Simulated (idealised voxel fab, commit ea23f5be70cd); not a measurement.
A process module follows: voxel wiring stack.
Cross-section cut spans 270 nm and uses square cells 5 nm in size.
Square cells in a grid make up a cross-section in this document, and the grid is given as bands, listed from the top down, each one or more rows of cells. Band: top and bottom heights (nm) first, top before bottom; then materials from left to right, widths in nm. "everywhere" marks a sole material filling the band edge to edge. "air" denotes empty space. Heights are measured from 0, the level below which the as-received wafer is all one material; the lowest band has no bottom and continues downward, written as in "top 0, no bottom". Read "30->40" as a graded width: first number on top, second number at the bottom, same change between each pair of neighbouring rows. Take "no alterations made" at face value: in the step it is given for, the cross-section changed in none of its cells. Heads up: "Enclosed empty spaces" only lists the empty pockets with no open path to the top that are 8 cells or more, and it writes them as width x height at distance, distance from the left edge, in nm. Text after the settings on a step's line: the simulator's own remark on that step. Among the settings permitted on a step's line is "overlay nm"; applied to a step with a mask, it specifies the extent to which the mask lay to the right of its planned position, whereas a negative figure signifies a position to the left. Everything after this point is organized in pairs: a cross-section before one process step, a cross-section after it that shows only as deep as the lowest changed band, and, under the pair, the intervening step with its settings. Because different runs of this module on the same starting wafer can supply different pairs, a pair continues from the pair above it only if its entry headed "Before the process" says so.
Before the process:
	top 85, bottom 70 | resist (65) / air (15) / resist (95) / air (15) / resist (80)
	top 70, bottom 55 | lowk (65) / air (15) / resist (15) / lowk (25) / resist (30) / lowk (25) / air (15) / resist (15) / lowk (65)
	top 55, bottom 45 | lowk (65) / air (15) / lowk (95) / air (15) / lowk (80)
	top 45, bottom 40 | SiN everywhere
	top 40, bottom 20 | SiO2 (65) / TiN (5) / Cu (20) / TiN (5) / SiO2 (25) / TiN (5) / Cu (20) / TiN (5) / SiO2 (25) / TiN (5) / Cu (20) / TiN (5) / SiO2 (65)
	top 20, bottom 15 | SiN (65) / TiN (30) / SiN (25) / TiN (30) / SiN (25) / TiN (30) / SiN (65)
	top 15, bottom 0 | SiO2 everywhere
	top 0, no bottom | Si everywhere
	Enclosed empty spaces: none
Section After Processing:
	top 70, bottom 55 | lowk (65) / air (30) / lowk (25) / air (30) / lowk (25) / air (30) / lowk (65)
	Note: structure below 55 unchanged.
	Enclosed empty spaces: none
The two cross-sections above bracket this step: STRIP: etch materials resist
Before the process: see preceding pair, after cross-section.
Section After Processing:
	top 75, bottom 70 | TiN (70) / air (20) / TiN (35) / air (20) / TiN (35) / air (20) / TiN (70)
	top 70, bottom 60 | lowk (65) / TiN (5) / air (20) / TiN (5) / lowk (25) / TiN (5) / air (20) / TiN (5) / lowk (25) / TiN (5) / air (20) / TiN (5) / lowk (65)
	top 60, bottom 55 | lowk (65) / TiN (5) / air (5) / TiN (20) / lowk (25) / TiN (30) / lowk (25) / TiN (5) / air (5) / TiN (20) / lowk (65)
	top 55, bottom 50 | lowk (65) / TiN (5) / air (5) / TiN (5) / lowk (95) / TiN (5) / air (5) / TiN (5) / lowk (80)
	top 50, bottom 45 | lowk (65) / TiN (15) / lowk (95) / TiN (15) / lowk (80)
	Note: structure below 45 unchanged.
	Enclosed empty spaces: none
The two cross-sections above bracket this step: CONFORMAL_DEP: material TiN, thk nm 5
Before the process: see preceding pair, after cross-section.
Section After Processing:
	top 85, bottom 75 | Ru everywhere
	top 75, bottom 70 | TiN (70) / Ru (20) / TiN (35) / Ru (20) / TiN (35) / Ru (20) / TiN (70)
	top 70, bottom 60 | lowk (65) / TiN (5) / Ru (20) / TiN (5) / lowk (25) / TiN (5) / Ru (20) / TiN (5) / lowk (25) / TiN (5) / Ru (20) / TiN (5) / lowk (65)
	top 60, bottom 55 | lowk (65) / TiN (5) / Ru (5) / TiN (20) / lowk (25) / TiN (30) / lowk (25) / TiN (5) / Ru (5) / TiN (20) / lowk (65)
	top 55, bottom 50 | lowk (65) / TiN (5) / Ru (5) / TiN (5) / lowk (95) / TiN (5) / Ru (5) / TiN (5) / lowk (80)
	Note: structure below 50 unchanged.
	Enclosed empty spaces: none
The two cross-sections above bracket this step: FILL_DEP: material Ru, thk nm 10
Before the process: see preceding pair, after cross-section.
Section After Processing:
	top 70, bottom 60 | lowk (65) / TiN (5) / Ru (20) / TiN (5) / lowk (25) / TiN (5) / Ru (20) / TiN (5) / lowk (25) / TiN (5) / Ru (20) / TiN (5) / lowk (65)
	Note: structure below 60 unchanged.
	Enclosed empty spaces: none
The two cross-sections above bracket this step: CMP: height nm 70
Before the process: see preceding pair, after cross-section.
Section After Processing:
	top 75, bottom 70 | SiN everywhere
	Note: structure below 70 unchanged.
	Enclosed empty spaces: none
The two cross-sections above bracket this step: CONFORMAL_DEP: material SiN, thk nm 5
Before the process:
	top 70, bottom 45 | lowk everywhere
	top 45, bottom 40 | SiCN everywhere
	top 40, bottom 20 | SiO2 (65) / TiN (5) / Cu (20) / TiN (5) / SiO2 (25) / TiN (5) / Cu (20) / TiN (5) / SiO2 (25) / TiN (5) / Cu (20) / TiN (5) / SiO2 (65)
	top 20, bottom 15 | SiN (65) / TiN (30) / SiN (25) / TiN (30) / SiN (25) / TiN (30) / SiN (65)
	top 15, bottom 0 | SiO2 everywhere
	top 0, no bottom | Si everywhere
	Enclosed empty spaces: none
Section After Processing:
	top 85, bottom 70 | air (65) / resist (30) / air (25) / resist (30) / air (25) / resist (30) / air (65)
	Note: structure below 70 unchanged.
	Enclosed empty spaces: none
The two cross-sections above bracket this step: PATTERN: tone cover, mask id METAL_2, material resist, width nm 30, pitch nm 55, thk nm 15, overlay nm 0
Before the process: see preceding pair, after cross-section.
Section After Processing:
	top 85, bottom 70 | air (65) / resist (30) / air (25) / resist (30) / air (25) / resist (30) / air (65)
	top 70, bottom 55 | air (65) / lowk (30) / air (25) / lowk (30) / air (25) / lowk (30) / air (65)
	Note: structure below 55 unchanged.
	Enclosed empty spaces: none
The two cross-sections above bracket this step: DIRECTIONAL_ETCH: etch materials lowk, depth nm 15
Before the process: see preceding pair, after cross-section.
Section After Processing:
	top 70, bottom 55 | air (65) / lowk (30) / air (25) / lowk (30) / air (25) / lowk (30) / air (65)
	Note: structure below 55 unchanged.
	Enclosed empty spaces: none
The two cross-sections above bracket this step: STRIP: etch materials resist
Before the process: see preceding pair, after cross-section.
Section After Processing:
	top 85, bottom 70 | resist (65) / air (15) / resist (95) / air (15) / resist (80)
	top 70, bottom 55 | resist (65) / lowk (30) / resist (25) / lowk (30) / resist (25) / lowk (30) / resist (65)
	Note: structure below 55 unchanged.
	Enclosed empty spaces: none
The two cross-sections above bracket this step: PATTERN: tone open, mask id METAL_2_HOLES, material resist, width nm 15, pitch nm 110, thk nm 15, overlay nm 0
Before the process: see preceding pair, after cross-section.
Section After Processing:
	top 85, bottom 70 | resist (65) / air (15) / resist (95) / air (15) / resist (80)
	top 70, bottom 60 | resist (65) / air (15) / lowk (15) / resist (25) / lowk (30) / resist (25) / air (15) / lowk (15) / resist (65)
	Note: structure below 60 unchanged.
	Enclosed empty spaces: none
The two cross-sections above bracket this step: DIRECTIONAL_ETCH: etch materials lowk, depth nm 10
Before the process: see preceding pair, after cross-section.
Section After Processing:
	top 70, bottom 60 | air (80) / lowk (15) / air (25) / lowk (30) / air (40) / lowk (15) / air (65)
	top 60, bottom 55 | air (65) / lowk (30) / air (25) / lowk (30) / air (25) / lowk (30) / air (65)
	Note: structure below 55 unchanged.
	Enclosed empty spaces: none
The two cross-sections above bracket this step: STRIP: etch materials resist
Before the process: see preceding pair, after cross-section.
Section After Processing:
	top 75, bottom 70 | air (75) / TiN (25) / air (15) / TiN (40) / air (30) / TiN (25) / air (60)
	top 70, bottom 60 | air (75->60) / TiN (5->20) / lowk (15) / TiN (5) / air (15) / TiN (5) / lowk (30) / TiN (5) / air (30->15) / TiN (5->20) / lowk (15) / TiN (5) / air (60)
	top 60, bottom 55 | TiN (65) / lowk (30) / TiN (25) / lowk (30) / TiN (25) / lowk (30) / TiN (65)
	Note: structure below 55 unchanged.
	Enclosed empty spaces: none
The two cross-sections above bracket this step: CONFORMAL_DEP: material TiN, thk nm 5
Before the process: see preceding pair, after cross-section.
Section After Processing:
	top 85, bottom 75 | Ru everywhere
	top 75, bottom 70 | Ru (75) / TiN (25) / Ru (15) / TiN (40) / Ru (30) / TiN (25) / Ru (60)
	top 70, bottom 60 | Ru (75->60) / TiN (5->20) / lowk (15) / TiN (5) / Ru (15) / TiN (5) / lowk (30) / TiN (5) / Ru (30->15) / TiN (5->20) / lowk (15) / TiN (5) / Ru (60)
	Note: structure below 60 unchanged.
	Enclosed empty spaces: none
The two cross-sections above bracket this step: FILL_DEP: material Ru, thk nm 10
Before the process: see preceding pair, after cross-section.
Section After Processing:
	top 70, bottom 60 | Ru (75->60) / TiN (5->20) / lowk (15) / TiN (5) / Ru (15) / TiN (5) / lowk (30) / TiN (5) / Ru (30->15) / TiN (5->20) / lowk (15) / TiN (5) / Ru (60)
	Note: structure below 60 unchanged.
	Enclosed empty spaces: none
The two cross-sections above bracket this step: CMP: height nm 70
Before the process: see preceding pair, after cross-section.
Section After Processing:
	top 75, bottom 70 | SiN everywhere
	Note: structure below 70 unchanged.
	Enclosed empty spaces: none
The two cross-sections above bracket this step: CONFORMAL_DEP: material SiN, thk nm 5
